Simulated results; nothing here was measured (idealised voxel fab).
The document below concerns the process module designated voxel plated lines.
It is cross-section cut that appears here, measuring 290 nm in width, its square cells being 5 nm in size.
Cross-sections here: square-cell grids, written as top-down lists of bands, a band being one or more rows of cells. Top height, bottom height, nm. Materials left to right, width each, nm. Single material + "edge to edge" = fills band edge to edge. "air" = empty. Zero point of the height axis is 0; under it, received wafer = one material. Lowest band: continues down indefinitely, "from 0 down". Quick explanation for "30->40": the width changes in equal steps down the rows of cells, from the first number in the band's top row to the second number in its bottom row. Key: "all unchanged" - step with no changed cell in the cross-section. Basically, "Voids, sealed" tells you about the enclosed voids: empty spaces with no open way to the top, 8 cells or bigger, each written width x height at distance, where distance is from the left edge, all in nm. Step line, after settings: the simulator's comment on this step. You can add "overlay nm" to a step's line. For a step with a mask, it describes how far the mask lay to the right of its planned position, and a negative number describes a lay to the left.

Listed below are the process steps as planned:
1. RECEIVE,material Si
2. CONFORMAL_DEP,material SiN,thk nm 5
3. DIRECTIONAL_DEP,material TiN,thk nm 5
4. PATTERN,tone open,mask id LINES,material resist,width nm 15,pitch nm 40,thk nm 30,overlay nm 0
5. EPI,material Ru,thk nm 10
6. EPI,material Ru,thk nm 10
7. STRIP,etch materials resist
8. DIRECTIONAL_ETCH,etch materials TiN,depth nm 5
9. CONFORMAL_DEP,material SiO2,thk nm 5

Cross-section, incoming material, after step 1:
	from 0 down  Si edge to edge
	Voids, sealed: none

Module complete - cross-section of the first of two wafers, run according to plan:
	from 35 to 30  110 of air  25 of SiO2  15 of air  25 of SiO2  115 of air
	from 30 to 10  110 of air  5 of SiO2  15 of Ru  5 of SiO2  15 of air  5 of SiO2  15 of Ru  5 of SiO2  115 of air
	from 10 to 5  115 of SiO2  15 of TiN  25 of SiO2  15 of TiN  120 of SiO2
	from 5 to 0  SiN edge to edge
	from 0 down  Si edge to edge
	Voids, sealed: none

Cross-section of the latter of the two wafers at module completion. It had an identical start and an identical plan to the former; in running it, one mistake was made:
	from 45 to 40  110 of air  25 of SiO2  15 of air  25 of SiO2  115 of air
	from 40 to 20  110 of air  5 of SiO2  15 of Ru  5 of SiO2  15 of air  5 of SiO2  15 of Ru  5 of SiO2  115 of air
	from 20 to 15  115 of SiO2  15 of TiN  25 of SiO2  15 of TiN  120 of SiO2
	from 15 to 5  TiN edge to edge
	from 5 to 0  SiN edge to edge
	from 0 down  Si edge to edge
	Voids, sealed: none
What was the processing mistake? rather than as planned, step 3 actually ran as DIRECTIONAL_DEP,material TiN,thk nm 15
In the final state, the cell counts of the second wafer exceed or fall short of those of the first for the following materials: TiN +116
